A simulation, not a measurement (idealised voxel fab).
The following process module bears the name voxel released beams.
Displayed cross-section: cut, width of 145 nm, square cells sized 5 nm.
Notation: cross-section as square-cell grid; stated in bands, top first, going down; one or more cell rows per band.
For a band, the entry starts with two heights in nm, that of the top and then that of the bottom, and carries on with the band's materials in order from left to right, each alongside its width in nm; the word "all across" beside a single material means it fills the band edge to edge, and "blank" means empty space.
Heights are measured from 0, the level below which the as-received wafer is all one material; the lowest band has no bottom and continues downward, written as in "0..down".
It should be noted that a width expressed as "30 to 40" varies in equal increments from row to row of cells within the band, taking the value of the first number at the top row and that of the second number at the bottom row.
The designation "everything unchanged", where it is given for a processing step, indicates that no cell of the cross-section was altered in the course of that step.
Sealed void list: empty space of 8 cells or more with no open way to the top, each as width x height at its distance from the left edge, in nm
On a step's line, text after the settings is the simulator commenting on that step.
overlay nm: how far to the right of its planned place the mask lay on this masked step (negative: to the left).
Process steps - plan
1) RECEIVE [material Si]
2) CONFORMAL_DEP [material Al2O3] [thk nm 5]
3) DIRECTIONAL_DEP [material SiO2] [thk nm 15]
4) DIRECTIONAL_DEP [material aC] [thk nm 10]
5) PATTERN [tone open] [mask id ANCHOR] [material resist] [width nm 20] [thk nm 30] [overlay nm 0]
6) DIRECTIONAL_ETCH [etch materials aC] [depth nm 10]
7) STRIP [etch materials resist]
8) DIRECTIONAL_ETCH [etch materials SiO2] [depth nm 15]
9) STRIP [etch materials aC]
10) CONFORMAL_DEP [material SiN] [thk nm 10]
11) DIRECTIONAL_DEP [material aC] [thk nm 15]
12) PATTERN [tone cover] [mask id BEAM] [material resist] [width nm 90] [thk nm 35] [overlay nm 0]
13) DIRECTIONAL_ETCH [etch materials aC] [depth nm 15]
14) STRIP [etch materials resist]
15) DIRECTIONAL_ETCH [etch materials SiN] [depth nm 10]
16) STRIP [etch materials aC]
17) STRIP [etch materials SiO2]
Wafers differ in width nm at step 5; plan lists the first wafer's value; identical starting state.
Cut through the first of several wafers as received, post step 1
    0..down = Si all across
    Sealed void list: none
First of several wafers in cross-section at module end, following the final step, step 17
    30..20 = 25 of blank | 90 of SiN | 30 of blank
    20..5 = 35 of blank | 20 of SiN | 90 of blank
    5..0 = Al2O3 all across
    0..down = Si all across
    Sealed void list: none
At the end of the module, the last of several wafers in cross-section
    30..20 = 25 of blank | 10 of SiN | 25 of blank | 55 of SiN | 30 of blank
    20..15 = 25 of blank | 10 of SiN | 25 of blank | 10 of SiN | 75 of blank
    15..5 = 25 of blank | 45 of SiN | 75 of blank
    5..0 = Al2O3 all across
    0..down = Si all across
    Sealed void list: none
Note: the following table is arranged by wafer, a row apiece. Each row reports the end-of-module state: per material, cells gained (+) or cells lost (-) compared with the wafer as received; closed voids follow
width nm 20; +29 Al2O3; +48 SiN; Sealed void list: none
width nm 25; +29 Al2O3; +48 SiN; Sealed void list: none
width nm 30; +29 Al2O3; +48 SiN; Sealed void list: none
width nm 35; +29 Al2O3; +48 SiN; Sealed void list: none
width nm 40; +29 Al2O3; +48 SiN; Sealed void list: none
width nm 45; +29 Al2O3; +48 SiN; Sealed void list: none
